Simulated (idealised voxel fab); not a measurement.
Process module heading - voxel wiring stack
180 nm wide, 5 nm square cells: that's cross-section cut.
Reading order for cross-sections: top band down to bottom band. Underlying form: a grid of square cells. Band size: one or more rows of cells. Read a band's entry like this: the first values are the height of its top and the height of its bottom in nm, and what follows is the sequence of materials from left to right, each with its width in nm. Note that "empty" is empty space, and that a single material marked "throughout" reaches across the band from edge to edge. Measure heights from 0. That's the level where, below it, the as-received wafer is all one material. The lowest band is bottomless and extends downward; write it as in "0 -> down". So if you see something like "30..40" for the width, read it as the top row of the band sitting at the first number and the bottom row at the second, with every row in between moving by the same amount as the last. A step reported as "same as before" is a step in which no cell of the cross-section changed. If an empty space has no open way to the top and is at least 8 cells in size, "Trapped void list" lists it, written width x height at distance, where distance is measured from the left edge and every value is in nm. Past the settings on a step's line: simulator remark, on that step. The line of a step may include "overlay nm". On a step with a mask, this value is how far to the right of its planned place the mask lay. A negative value means the mask lay to the left.
The steps planned for the process are as follows
| 1 | op RECEIVE | material Si |
| 2 | op CONFORMAL_DEP | material SiO2 | thk nm 10 |
| 3 | op DIRECTIONAL_DEP | material TiN | thk nm 5 |
| 4 | op DIRECTIONAL_DEP | material Ru | thk nm 20 |
| 5 | op PATTERN | tone cover | mask id METAL_1 | material resist | width nm 30 | pitch nm 45 | thk nm 15 | overlay nm 0 |
| 6 | op DIRECTIONAL_ETCH | etch materials Ru | depth nm 20 |
| 7 | op DIRECTIONAL_ETCH | etch materials TiN | depth nm 5 |
| 8 | op STRIP | etch materials resist |
| 9 | op FILL_DEP | material lowk | thk nm 5 |
| 10 | op CMP | height nm 35 |
| 11 | op CONFORMAL_DEP | material SiCN | thk nm 5 |
| 12 | op DIRECTIONAL_DEP | material lowk | thk nm 15 |
| 13 | op MASKED_ETCH | tone open | mask id PLUG_1 | width nm 15 | pitch nm 45 | etch materials lowk | depth nm 15 | overlay nm 0 |
| 14 | op MASKED_ETCH | tone open | mask id PLUG_1 | width nm 15 | pitch nm 45 | etch materials SiCN | depth nm 5 | overlay nm 0 |
| 15 | op CONFORMAL_DEP | material TiN | thk nm 5 |
| 16 | op FILL_DEP | material Cu | thk nm 5 |
| 17 | op CMP | height nm 55 |
| 18 | op DIRECTIONAL_DEP | material TiN | thk nm 5 |
| 19 | op DIRECTIONAL_DEP | material W | thk nm 25 |
| 20 | op DIRECTIONAL_DEP | material aC | thk nm 15 |
| 21 | op PATTERN | tone cover | mask id METAL_2 | material resist | width nm 30 | pitch nm 45 | thk nm 35 | overlay nm 0 |
| 22 | op DIRECTIONAL_ETCH | etch materials aC | depth nm 15 |
| 23 | op STRIP | etch materials resist |
| 24 | op DIRECTIONAL_ETCH | etch materials W | depth nm 25 |
| 25 | op DIRECTIONAL_ETCH | etch materials TiN | depth nm 5 |
| 26 | op STRIP | etch materials aC |
| 27 | op CONFORMAL_DEP | material SiN | thk nm 5 |
| 28 | op FILL_DEP | material lowk | thk nm 10 |
| 29 | op CMP | height nm 85 |
| 30 | op CONFORMAL_DEP | material SiCN | thk nm 5 |
| 31 | op DIRECTIONAL_DEP | material lowk | thk nm 10 |
| 32 | op MASKED_ETCH | tone open | mask id PLUG_2 | width nm 15 | etch materials lowk | depth nm 10 | overlay nm 0 |
| 33 | op MASKED_ETCH | tone open | mask id PLUG_2 | width nm 15 | etch materials SiCN | depth nm 5 | overlay nm 0 |
| 34 | op EPI | material Ru | thk nm 10 |
| 35 | op EPI | material Ru | thk nm 5 |
| 36 | op DIRECTIONAL_DEP | material TiN | thk nm 5 |
| 37 | op DIRECTIONAL_DEP | material W | thk nm 25 |
| 38 | op MASKED_ETCH | tone cover | mask id METAL_3 | width nm 30 | pitch nm 45 | etch materials W | depth nm 25 | overlay nm 0 |
| 39 | op MASKED_ETCH | tone cover | mask id METAL_3 | width nm 30 | pitch nm 45 | etch materials TiN | depth nm 5 | overlay nm 0 |
| 40 | op FILL_DEP | material lowk | thk nm 5 |
| 41 | op CMP | height nm 130 |
| 42 | op CONFORMAL_DEP | material SiN | thk nm 5 |
Step 1 complete: cross-section of the wafer as received
    0 -> down = Si throughout
    Trapped void list: none
This is how the wafer looks in cross-section once the module is done, given the starting state and plan above and one mistake in carrying the plan out
    135 -> 130 = SiN throughout
    130 -> 105 = 50 of W  30 of lowk  15 of W  30 of lowk  55 of W
    105 -> 100 = TiN throughout
    100 -> 90 = 50 of lowk  15 of Ru  115 of lowk
    90 -> 85 = 50 of SiCN  15 of Ru  115 of SiCN
    85 -> 60 = 45 of lowk  5 of SiN  30 of W  5 of SiN  5 of lowk  5 of SiN  30 of W  5 of SiN  50 of lowk
    60 -> 55 = 50 of SiN  30 of TiN  15 of SiN  30 of TiN  55 of SiN
    55 -> 40 = 50 of lowk  5 of TiN  5 of Cu  5 of TiN  30 of lowk  5 of TiN  5 of Cu  5 of TiN  70 of lowk
    40 -> 35 = 50 of SiCN  15 of TiN  30 of SiCN  15 of TiN  70 of SiCN
    35 -> 15 = 50 of lowk  30 of Ru  15 of lowk  30 of Ru  55 of lowk
    15 -> 10 = 50 of lowk  30 of TiN  15 of lowk  30 of TiN  55 of lowk
    10 -> 0 = SiO2 throughout
    0 -> down = Si throughout
    Trapped void list: none
What broke from the plan during processing? step 38 was run on a setting that differed from the plan, and what really ran there is op MASKED_ETCH | tone open | mask id METAL_3 | width nm 30 | pitch nm 45 | etch materials W | depth nm 25 | overlay nm 0
